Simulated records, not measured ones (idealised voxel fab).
The document below concerns the process module designated voxel capacitor over wiring.
The cross-section on display is named cut; it measures 230 nm wide, and its cells are 5 nm squares.
Bands, listed from the top down, are how a cross-section gets written in this document; the cross-section itself is a grid of square cells, and a band is one or more rows of them. Within each band entry, the heights of the top and of the bottom of the band appear first, in that order and in nm; the materials of the band then follow from left to right, each with its corresponding width in nm. The designation "all across" on a single material indicates that it fills the band from edge to edge; the designation "empty" indicates empty space. Heights are expressed relative to 0, this being the level below which the as-received wafer comprises one material exclusively. The lowest band is unbounded in the downward direction and is denoted as in "0..down". It should be noted that a width expressed as "30 to 40" varies in equal increments from row to row of cells within the band, taking the value of the first number at the top row and that of the second number at the bottom row. "stayed the same" means the step left every cell of the cross-section as it was. Empty spaces counting at least 8 cells and having no open way to the top are listed in "Closed void entries". The notation width x height at distance is used for each, the distance being from the left edge and all three values in nm. Text after the settings on a step's line: the simulator's own remark on that step. "overlay nm" on a masked step: distance the mask lay right of its planned place, negative for left.
-- List of planned process steps
1,RECEIVE | material Si
2,CONFORMAL_DEP | material SiO2 | thk nm 15
3,DIRECTIONAL_DEP | material TiN | thk nm 5
4,DIRECTIONAL_DEP | material Ru | thk nm 20
5,PATTERN | tone cover | mask id METAL_1 | material resist | width nm 30 | pitch nm 80 | thk nm 20 | overlay nm 0
6,DIRECTIONAL_ETCH | etch materials Ru | depth nm 20
7,DIRECTIONAL_ETCH | etch materials TiN | depth nm 5
8,STRIP | etch materials resist
9,CONFORMAL_DEP | material SiN | thk nm 5
10,FILL_DEP | material lowk | thk nm 10
11,CMP | height nm 40
12,CONFORMAL_DEP | material SiCN | thk nm 5
13,DIRECTIONAL_DEP | material lowk | thk nm 15
14,MASKED_ETCH | tone open | mask id PLUG_1 | width nm 15 | etch materials lowk | depth nm 15 | overlay nm 0
15,MASKED_ETCH | tone open | mask id PLUG_1 | width nm 15 | etch materials SiCN | depth nm 5 | overlay nm 0
16,CONFORMAL_DEP | material TiN | thk nm 5
17,FILL_DEP | material W | thk nm 5
18,CMP | height nm 60
19,DIRECTIONAL_DEP | material TiN | thk nm 5
20,DIRECTIONAL_DEP | material HfO2 | thk nm 5
21,DIRECTIONAL_DEP | material TiN | thk nm 5
22,PATTERN | tone cover | mask id UPPER_PLATE | material resist | width nm 55 | thk nm 20 | overlay nm 0
23,DIRECTIONAL_ETCH | etch materials TiN | depth nm 5
24,DIRECTIONAL_ETCH | etch materials HfO2 | depth nm 5
25,STRIP | etch materials resist
26,DIRECTIONAL_DEP | material aC | thk nm 15
27,PATTERN | tone cover | mask id LOWER_PLATE | material resist | width nm 65 | thk nm 30 | overlay nm 0
28,DIRECTIONAL_ETCH | etch materials aC | depth nm 15
29,STRIP | etch materials resist
30,DIRECTIONAL_ETCH | etch materials TiN | depth nm 5
31,STRIP | etch materials aC
32,FILL_DEP | material SiO2 | thk nm 15
33,CMP | height nm 85
34,DIRECTIONAL_DEP | material aC | thk nm 10
35,PATTERN | tone open | mask id PLUG_2 | material resist | width nm 15 | thk nm 30 | overlay nm 0
36,DIRECTIONAL_ETCH | etch materials aC | depth nm 10
37,STRIP | etch materials resist
38,DIRECTIONAL_ETCH | etch materials SiO2 | depth nm 10
39,STRIP | etch materials aC
40,CONFORMAL_DEP | material TiN | thk nm 5
41,FILL_DEP | material W | thk nm 10
42,CMP | height nm 85
43,CONFORMAL_DEP | material SiCN | thk nm 5
-- First wafer out of two, processed as planned
-- Incoming wafer in cross-section (state: after step 1)
> 0..down: Si all across
> Closed void entries: none
-- Sectional view: wafer, after step 2
> 15..0: SiO2 all across
> below 0: unchanged
-- Sectional view: wafer, after step 3
> 20..15: TiN all across
> below 15: unchanged
-- Sectional view: wafer, after step 4
> 40..20: Ru all across
> below 20: unchanged
-- Sectional view: wafer, after step 5
> 60..40: empty 60, resist 30, empty 50, resist 30, empty 60
> below 40: unchanged
-- Sectional view: wafer, after step 6
> 60..40: empty 60, resist 30, empty 50, resist 30, empty 60
> 40..20: empty 60, Ru 30, empty 50, Ru 30, empty 60
> below 20: unchanged
-- Sectional view: wafer, after step 7
> 60..40: empty 60, resist 30, empty 50, resist 30, empty 60
> 40..20: empty 60, Ru 30, empty 50, Ru 30, empty 60
> 20..15: empty 60, TiN 30, empty 50, TiN 30, empty 60
> below 15: unchanged
-- Sectional view: wafer, after step 8
> 40..20: empty 60, Ru 30, empty 50, Ru 30, empty 60
> below 20: unchanged
-- Sectional view: wafer, after step 9
> 45..40: empty 55, SiN 40, empty 40, SiN 40, empty 55
> 40..20: empty 55, SiN 5, Ru 30, SiN 5, empty 40, SiN 5, Ru 30, SiN 5, empty 55
> 20..15: SiN 60, TiN 30, SiN 50, TiN 30, SiN 60
> below 15: unchanged
-- Sectional view: wafer, after step 10
> 55..45: lowk all across
> 45..40: lowk 55, SiN 40, lowk 40, SiN 40, lowk 55
> 40..20: lowk 55, SiN 5, Ru 30, SiN 5, lowk 40, SiN 5, Ru 30, SiN 5, lowk 55
> below 20: unchanged
-- Sectional view: wafer, after step 11
> 40..20: lowk 55, SiN 5, Ru 30, SiN 5, lowk 40, SiN 5, Ru 30, SiN 5, lowk 55
> below 20: unchanged
-- Sectional view: wafer, after step 12
> 45..40: SiCN all across
> below 40: unchanged
-- Sectional view: wafer, after step 13
> 60..45: lowk all across
> below 45: unchanged
-- Sectional view: wafer, after step 14
> 60..45: lowk 75, empty 15, lowk 140
> below 45: unchanged
-- Sectional view: wafer, after step 15
> 60..45: lowk 75, empty 15, lowk 140
> 45..40: SiCN 75, empty 15, SiCN 140
> below 40: unchanged
-- Sectional view: wafer, after step 16
> 65..60: TiN 80, empty 5, TiN 145
> 60..45: lowk 75, TiN 5, empty 5, TiN 5, lowk 140
> 45..40: SiCN 75, TiN 15, SiCN 140
> below 40: unchanged
-- Sectional view: wafer, after step 17
> 70..65: W all across
> 65..60: TiN 80, W 5, TiN 145
> 60..45: lowk 75, TiN 5, W 5, TiN 5, lowk 140
> below 45: unchanged
-- Sectional view: wafer, after step 18
> 60..45: lowk 75, TiN 5, W 5, TiN 5, lowk 140
> below 45: unchanged
-- Sectional view: wafer, after step 19
> 65..60: TiN all across
> below 60: unchanged
-- Sectional view: wafer, after step 20
> 70..65: HfO2 all across
> below 65: unchanged
-- Sectional view: wafer, after step 21
> 75..70: TiN all across
> below 70: unchanged
-- Sectional view: wafer, after step 22
> 95..75: empty 75, resist 55, empty 100
> below 75: unchanged
-- Sectional view: wafer, after step 23
> 95..75: empty 75, resist 55, empty 100
> 75..70: empty 75, TiN 55, empty 100
> below 70: unchanged
-- Sectional view: wafer, after step 24
> 95..75: empty 75, resist 55, empty 100
> 75..70: empty 75, TiN 55, empty 100
> 70..65: empty 75, HfO2 55, empty 100
> below 65: unchanged
-- Sectional view: wafer, after step 25
> 75..70: empty 75, TiN 55, empty 100
> below 70: unchanged
-- Sectional view: wafer, after step 26
> 90..80: empty 75, aC 55, empty 100
> 80..75: aC all across
> 75..70: aC 75, TiN 55, aC 100
> 70..65: aC 75, HfO2 55, aC 100
> below 65: unchanged
-- Sectional view: wafer, after step 27
> 120..90: empty 70, resist 65, empty 95
> 90..80: empty 70, resist 5, aC 55, resist 5, empty 95
> below 80: unchanged
-- Sectional view: wafer, after step 28
> 105..90: empty 70, resist 65, empty 95
> 90..80: empty 70, resist 5, aC 55, resist 5, empty 95
> 80..75: empty 70, aC 65, empty 95
> 75..70: empty 70, aC 5, TiN 55, aC 5, empty 95
> 70..65: empty 70, aC 5, HfO2 55, aC 5, empty 95
> below 65: unchanged
-- Sectional view: wafer, after step 29
> 90..80: empty 75, aC 55, empty 100
> below 80: unchanged
-- Sectional view: wafer, after step 30
> 90..80: empty 75, aC 55, empty 100
> 80..75: empty 70, aC 65, empty 95
> 75..70: empty 70, aC 5, TiN 55, aC 5, empty 95
> 70..65: empty 70, aC 5, HfO2 55, aC 5, empty 95
> 65..60: empty 70, TiN 65, empty 95
> below 60: unchanged
-- Sectional view: wafer, after step 31
> 75..70: empty 75, TiN 55, empty 100
> 70..65: empty 75, HfO2 55, empty 100
> below 65: unchanged
-- Sectional view: wafer, after step 32
> 90..75: SiO2 all across
> 75..70: SiO2 75, TiN 55, SiO2 100
> 70..65: SiO2 75, HfO2 55, SiO2 100
> 65..60: SiO2 70, TiN 65, SiO2 95
> below 60: unchanged
-- Sectional view: wafer, after step 33
> 85..75: SiO2 all across
> below 75: unchanged
-- Sectional view: wafer, after step 34
> 95..85: aC all across
> below 85: unchanged
-- Sectional view: wafer, after step 35
> 125..95: resist 85, empty 15, resist 130
> below 95: unchanged
-- Sectional view: wafer, after step 36
> 115..95: resist 85, empty 15, resist 130
> 95..85: aC 85, empty 15, aC 130
> below 85: unchanged
-- Sectional view: wafer, after step 37
> 95..85: aC 85, empty 15, aC 130
> below 85: unchanged
-- Sectional view: wafer, after step 38
> 95..85: aC 85, empty 15, aC 130
> 85..75: SiO2 85, empty 15, SiO2 130
> below 75: unchanged
-- Sectional view: wafer, after step 39
> 85..75: SiO2 85, empty 15, SiO2 130
> below 75: unchanged
-- Sectional view: wafer, after step 40
> 90..85: TiN 90, empty 5, TiN 135
> 85..80: SiO2 85, TiN 5, empty 5, TiN 5, SiO2 130
> 80..70: SiO2 85 to 75, TiN 15 to 55, SiO2 130 to 100
> below 70: unchanged
-- Sectional view: wafer, after step 41
> 100..90: W all across
> 90..85: TiN 90, W 5, TiN 135
> 85..80: SiO2 85, TiN 5, W 5, TiN 5, SiO2 130
> below 80: unchanged
-- Sectional view: wafer, after step 42
> 85..80: SiO2 85, TiN 5, W 5, TiN 5, SiO2 130
> below 80: unchanged
-- Sectional view: wafer, after step 43
> 90..85: SiCN all across
> below 85: unchanged
-- Here the second wafer is described. Its start and its plan were those of the first wafer. Its run contained one mistake. Up to and including step 14, it did exactly what the first wafer did
-- Cross-section, second wafer, at the end time the plan gives for step 15
> 60..45: lowk 75, empty 15, lowk 140
> 45..40: SiCN 75, empty 10, SiCN 145
> below 40: unchanged
-- Cross-section, second wafer, at the end time the plan gives for step 16
> 65..60: TiN 80, empty 5, TiN 145
> 60..50: lowk 75, TiN 5, empty 5, TiN 5, lowk 140
> 50..45: lowk 75, TiN 15, lowk 140
> 45..40: SiCN 75, TiN 10, SiCN 145
> below 40: unchanged
-- Cross-section, second wafer, at the end time the plan gives for step 17
> 70..65: W all across
> 65..60: TiN 80, W 5, TiN 145
> 60..50: lowk 75, TiN 5, W 5, TiN 5, lowk 140
> below 50: unchanged
-- Cross-section, second wafer, at the end time the plan gives for step 18
> 60..50: lowk 75, TiN 5, W 5, TiN 5, lowk 140
> below 50: unchanged
-- Cross-section, second wafer, at the end time the plan gives for step 19
> 65..60: TiN all across
> below 60: unchanged
-- Cross-section, second wafer, at the end time the plan gives for step 20
> 70..65: HfO2 all across
> below 65: unchanged
-- Cross-section, second wafer, at the end time the plan gives for step 21
> 75..70: TiN all across
> below 70: unchanged
-- Cross-section, second wafer, at the end time the plan gives for step 22
> 95..75: empty 75, resist 55, empty 100
> below 75: unchanged
-- Cross-section, second wafer, at the end time the plan gives for step 23
> 95..75: empty 75, resist 55, empty 100
> 75..70: empty 75, TiN 55, empty 100
> below 70: unchanged
-- Cross-section, second wafer, at the end time the plan gives for step 24
> 95..75: empty 75, resist 55, empty 100
> 75..70: empty 75, TiN 55, empty 100
> 70..65: empty 75, HfO2 55, empty 100
> below 65: unchanged
-- Cross-section, second wafer, at the end time the plan gives for step 25
> 75..70: empty 75, TiN 55, empty 100
> below 70: unchanged
-- Cross-section, second wafer, at the end time the plan gives for step 26
> 90..80: empty 75, aC 55, empty 100
> 80..75: aC all across
> 75..70: aC 75, TiN 55, aC 100
> 70..65: aC 75, HfO2 55, aC 100
> below 65: unchanged
-- Cross-section, second wafer, at the end time the plan gives for step 27
> 120..90: empty 70, resist 65, empty 95
> 90..80: empty 70, resist 5, aC 55, resist 5, empty 95
> below 80: unchanged
-- Cross-section, second wafer, at the end time the plan gives for step 28
> 105..90: empty 70, resist 65, empty 95
> 90..80: empty 70, resist 5, aC 55, resist 5, empty 95
> 80..75: empty 70, aC 65, empty 95
> 75..70: empty 70, aC 5, TiN 55, aC 5, empty 95
> 70..65: empty 70, aC 5, HfO2 55, aC 5, empty 95
> below 65: unchanged
-- Cross-section, second wafer, at the end time the plan gives for step 29
> 90..80: empty 75, aC 55, empty 100
> below 80: unchanged
-- Cross-section, second wafer, at the end time the plan gives for step 30
> 90..80: empty 75, aC 55, empty 100
> 80..75: empty 70, aC 65, empty 95
> 75..70: empty 70, aC 5, TiN 55, aC 5, empty 95
> 70..65: empty 70, aC 5, HfO2 55, aC 5, empty 95
> 65..60: empty 70, TiN 65, empty 95
> below 60: unchanged
-- Cross-section, second wafer, at the end time the plan gives for step 31
> 75..70: empty 75, TiN 55, empty 100
> 70..65: empty 75, HfO2 55, empty 100
> below 65: unchanged
-- Cross-section, second wafer, at the end time the plan gives for step 32
> 90..75: SiO2 all across
> 75..70: SiO2 75, TiN 55, SiO2 100
> 70..65: SiO2 75, HfO2 55, SiO2 100
> 65..60: SiO2 70, TiN 65, SiO2 95
> below 60: unchanged
-- Cross-section, second wafer, at the end time the plan gives for step 33
> 85..75: SiO2 all across
> below 75: unchanged
-- Cross-section, second wafer, at the end time the plan gives for step 34
> 95..85: aC all across
> below 85: unchanged
-- Cross-section, second wafer, at the end time the plan gives for step 35
> 125..95: resist 85, empty 15, resist 130
> below 95: unchanged
-- Cross-section, second wafer, at the end time the plan gives for step 36
> 115..95: resist 85, empty 15, resist 130
> 95..85: aC 85, empty 15, aC 130
> below 85: unchanged
-- Cross-section, second wafer, at the end time the plan gives for step 37
> 95..85: aC 85, empty 15, aC 130
> below 85: unchanged
-- Cross-section, second wafer, at the end time the plan gives for step 38
> 95..85: aC 85, empty 15, aC 130
> 85..75: SiO2 85, empty 15, SiO2 130
> below 75: unchanged
-- Cross-section, second wafer, at the end time the plan gives for step 39
> 85..75: SiO2 85, empty 15, SiO2 130
> below 75: unchanged
-- Cross-section, second wafer, at the end time the plan gives for step 40
> 90..85: TiN 90, empty 5, TiN 135
> 85..80: SiO2 85, TiN 5, empty 5, TiN 5, SiO2 130
> 80..70: SiO2 85 to 75, TiN 15 to 55, SiO2 130 to 100
> below 70: unchanged
-- Cross-section, second wafer, at the end time the plan gives for step 41
> 100..90: W all across
> 90..85: TiN 90, W 5, TiN 135
> 85..80: SiO2 85, TiN 5, W 5, TiN 5, SiO2 130
> below 80: unchanged
-- Cross-section, second wafer, at the end time the plan gives for step 42
> 85..80: SiO2 85, TiN 5, W 5, TiN 5, SiO2 130
> below 80: unchanged
-- Cross-section, second wafer, at the end time the plan gives for step 43
> 90..85: SiCN all across
> below 85: unchanged
Heads up, the wafer didn't run the way we planned it: step 15 deviated from plan and actually ran as MASKED_ETCH | tone open | mask id PLUG_1 | width nm 15 | etch materials SiCN | depth nm 5 | overlay nm -5
Wrapping up, a cell-based count of both wafers puts the second over or under the first for these materials: +1 SiCN | -1 W
